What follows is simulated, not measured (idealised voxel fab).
The following process module bears the name voxel capacitor over wiring.
The cross-section shown here is cut; it is 265 nm wide and divided into square cells measuring 5 nm on a side.
Bands, listed from the top down, are how a cross-section gets written in this document; the cross-section itself is a grid of square cells, and a band is one or more rows of them.
The entry gives the band's vertical extent as a top height and a bottom height in nm, then its horizontal make-up as materials from left to right, each with a width in nm. "air" stands for empty space; a single material marked "all across" fills the band edge to edge.
Height is counted from the level 0, under which the received wafer is composed throughout of one material. The lowest of the bands is not closed at the bottom but continues downward, in the notation "0 down".
Width: "30..40" (first number = top row, second number = bottom row, same change from row to row of cells).
A step reported as "left unchanged" is a step in which no cell of the cross-section changed.
Enclosed voids (no open way to top), threshold 8 cells or more, entry "Closed internal voids", notation width x height at distance, distance from left edge, nm.
On a step's line, text after the settings is the simulator commenting on that step.
The "overlay nm" setting may appear on a step's line; for a step that uses a mask, it gives how far to the right of its planned position the mask lay, and a negative value indicates the left.

LISTED BELOW ARE THE PROCESS STEPS AS PLANNED
| 1 | RECEIVE with material Si |
| 2 | CONFORMAL_DEP with material SiO2, thk nm 15 |
| 3 | DIRECTIONAL_DEP with material TiN, thk nm 5 |
| 4 | DIRECTIONAL_DEP with material W, thk nm 15 |
| 5 | PATTERN with tone cover, mask id METAL_1, material resist, width nm 25, pitch nm 80, thk nm 15, overlay nm 0 |
| 6 | DIRECTIONAL_ETCH with etch materials W, depth nm 15 |
| 7 | DIRECTIONAL_ETCH with etch materials TiN, depth nm 5 |
| 8 | STRIP with etch materials resist |
| 9 | CONFORMAL_DEP with material SiCN, thk nm 5 |
| 10 | FILL_DEP with material lowk, thk nm 5 |
| 11 | CMP with height nm 35 |
| 12 | CONFORMAL_DEP with material SiCN, thk nm 5 |
| 13 | DIRECTIONAL_DEP with material lowk, thk nm 20 |
| 14 | PATTERN with tone open, mask id PLUG_1, material resist, width nm 15, thk nm 15, overlay nm 0 |
| 15 | DIRECTIONAL_ETCH with etch materials lowk, depth nm 20 |
| 16 | DIRECTIONAL_ETCH with etch materials SiCN, depth nm 5 |
| 17 | STRIP with etch materials resist |
| 18 | CONFORMAL_DEP with material TiN, thk nm 5 |
| 19 | FILL_DEP with material W, thk nm 5 |
| 20 | CMP with height nm 60 |
| 21 | DIRECTIONAL_DEP with material TiN, thk nm 5 |
| 22 | DIRECTIONAL_DEP with material HfO2, thk nm 5 |
| 23 | DIRECTIONAL_DEP with material TiN, thk nm 5 |
| 24 | PATTERN with tone cover, mask id UPPER_PLATE, material resist, width nm 60, thk nm 15, overlay nm 0 |
| 25 | DIRECTIONAL_ETCH with etch materials TiN, depth nm 5 |
| 26 | DIRECTIONAL_ETCH with etch materials HfO2, depth nm 5 |
| 27 | STRIP with etch materials resist |
| 28 | PATTERN with tone cover, mask id LOWER_PLATE, material resist, width nm 70, thk nm 15, overlay nm 0 |
| 29 | DIRECTIONAL_ETCH with etch materials TiN, depth nm 5 |
| 30 | STRIP with etch materials resist |
| 31 | FILL_DEP with material SiO2, thk nm 15 |
| 32 | CMP with height nm 85 |
| 33 | DIRECTIONAL_DEP with material aC, thk nm 10 |
| 34 | PATTERN with tone open, mask id PLUG_2, material resist, width nm 15, thk nm 30, overlay nm 0 |
| 35 | DIRECTIONAL_ETCH with etch materials aC, depth nm 10 |
| 36 | STRIP with etch materials resist |
| 37 | DIRECTIONAL_ETCH with etch materials SiO2, depth nm 10 |
| 38 | STRIP with etch materials aC |
| 39 | CONFORMAL_DEP with material TiN, thk nm 5 |
| 40 | FILL_DEP with material Ru, thk nm 10 |
| 41 | CMP with height nm 85 |
| 42 | CONFORMAL_DEP with material SiCN, thk nm 5 |

THE CROSS-SECTION HERE SHOWS THE WAFER AS RECEIVED, I.E. IN ITS STATE AFTER STEP 1
- 0 down  Si all across
- Closed internal voids: none

FINAL CROSS-SECTION, MODULE RUN WITH ONE MISTAKE (START AND PLAN AS ABOVE)
- 90 to 85  SiCN all across
- 85 to 80  100 nm SiO2 / 5 nm TiN / 5 nm Ru / 5 nm TiN / 150 nm SiO2
- 80 to 70  100..90 nm SiO2 / 15..60 nm TiN / 150..115 nm SiO2
- 70 to 65  90 nm SiO2 / 60 nm HfO2 / 115 nm SiO2
- 65 to 60  85 nm SiO2 / 70 nm TiN / 110 nm SiO2
- 60 to 55  90 nm SiCN / 15 nm TiN / 160 nm SiCN
- 55 to 35  lowk all across
- 35 to 20  75 nm lowk / 5 nm SiCN / 25 nm W / 5 nm SiCN / 45 nm lowk / 5 nm SiCN / 25 nm W / 5 nm SiCN / 75 nm lowk
- 20 to 15  80 nm SiCN / 25 nm TiN / 55 nm SiCN / 25 nm TiN / 80 nm SiCN
- 15 to 0  SiO2 all across
- 0 down  Si all across
- Closed internal voids: none
Run error: sequence error: steps 12 and 13 interchanged
